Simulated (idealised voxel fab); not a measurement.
The following process module bears the name voxel fin reveal.
The width of the displayed cross-section, cut, is 155 nm; its cells are square, with a size of 5 nm.
Heads up, the way a cross-section reads in here is a grid of square cells, handed over as bands from the top down, with every band being one or more rows of cells.
Top, bottom (nm), then materials left to right with widths (nm); lone material tagged "edge to edge" fills the whole band edge to edge; "blank" = empty space.
Height reference: 0 = level under which incoming wafer is all one material. Lowest band: no bottom, runs on downward, e.g. "top 0, no bottom".
You'd read "30->40" like this: the band's top row of cells is as wide as the first number, its bottom row is as wide as the second, and going down, every row changes width by the same amount as the row before did.
It should be understood that the words "same as before", when stated for a given step, signify that the cross-section underwent no change in any of its cells during that step.
Voids not open to the top, 8 cells minimum: see "Closed void roster". Written width x height at distance; distance is from the left edge; nm.
The remark found on a step's line after its settings is issued by the simulator itself and pertains to that step.
"overlay nm" on a masked step: distance the mask lay right of its planned place, negative for left.
**Intended process steps**
1) RECEIVE, material Si
2) CONFORMAL_DEP, material SiN, thk nm 10
3) MASKED_ETCH, tone cover, mask id FINS, width nm 15, pitch nm 35, etch materials SiN, depth nm 10, overlay nm 0
4) MASKED_ETCH, tone cover, mask id FINS, width nm 15, pitch nm 35, etch materials Si, depth nm 30, overlay nm 0
5) OXIDIZE, depth nm 5
6) FILL_DEP, material SiO2, thk nm 15
7) CMP, height nm 10
8) SELECTIVE_ETCH, etch materials SiO2, depth nm 25
9) STRIP, etch materials SiN
**Delivered wafer in cross-section: state after step 1**
	top 0, no bottom  Si edge to edge
	Closed void roster: none
**Final wafer profile in cross-section after the module, from the same start and plan as above, with one mistake made during processing**
	top 0, bottom -15  40 nm blank | 5 nm Si | 30 nm blank | 5 nm Si | 30 nm blank | 5 nm Si | 40 nm blank
	top -15, bottom -25  40 nm SiO2 | 5 nm Si | 30 nm SiO2 | 5 nm Si | 30 nm SiO2 | 5 nm Si | 40 nm SiO2
	top -25, no bottom  Si edge to edge
	Closed void roster: none
Nonconformance to the process plan: step 4 was not run as planned; what actually ran was MASKED_ETCH, tone cover, mask id FINS, width nm 15, pitch nm 35, etch materials Si, depth nm 20, overlay nm 0
